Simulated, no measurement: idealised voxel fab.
This section sets out a process module, namely voxel tone inversion.
In the cross-section labelled cut, the width is 180 nm and each square cell is 5 nm.
We lay out every cross-section as a grid of square cells and spell it out in bands from the top down, where one band means one or more rows of cells.
It is stipulated that each band's entry specify, in nanometres, the height of the top of the band and then that of its bottom, followed by the materials of the band in left-to-right sequence, each together with its width in nanometres. A single material marked by the word "edge to edge" is understood to fill the band from edge to edge; the word "empty" is understood to denote empty space.
All heights in this document are referenced to 0, defined as the level beneath which the wafer, as received, consists entirely of one material. The lowest band is not bounded below; it extends indefinitely downward and is written in the form "0..down".
Width: "30 to 40" (first number = top row, second number = bottom row, same change from row to row of cells).
A step reported as "changes: none" is a step in which no cell of the cross-section changed.
The entry "Closed void roster" lists the empty spaces that cover at least 8 cells and have no open path to the top. Each is written as width x height at distance, where the distance is measured from the left edge and all three values are in nm.
On each step's line, the part that comes after the settings is the simulator's own comment on the step.
"overlay nm" denotes, for a step that has a mask, the displacement of the mask to the right of its planned place, with negative values corresponding to the left.
INTENDED PROCESS STEPS
| 1 | RECEIVE | material Si |
| 2 | CONFORMAL_DEP | material SiN | thk nm 5 |
| 3 | DIRECTIONAL_DEP | material aC | thk nm 15 |
| 4 | PATTERN | tone cover | mask id POSTS | material resist | width nm 15 | pitch nm 40 | thk nm 20 | overlay nm 0 |
| 5 | DIRECTIONAL_ETCH | etch materials aC | depth nm 15 |
| 6 | STRIP | etch materials resist |
| 7 | FILL_DEP | material SiO2 | thk nm 5 |
| 8 | CMP | height nm 20 |
| 9 | STRIP | etch materials aC |
AS RECEIVED, AFTER STEP 1
	0..down | Si edge to edge
	Closed void roster: none
FINAL CROSS-SECTION, MODULE RUN WITH ONE MISTAKE (START AND PLAN AS ABOVE)
	20..15 | SiO2 edge to edge
	15..0 | SiO2 40 nm  aC 15 nm  SiO2 25 nm  aC 15 nm  SiO2 25 nm  aC 15 nm  SiO2 45 nm
	0..down | Si edge to edge
	Closed void roster: none
What was the processing mistake? step 2 of the plan: omitted, not performed
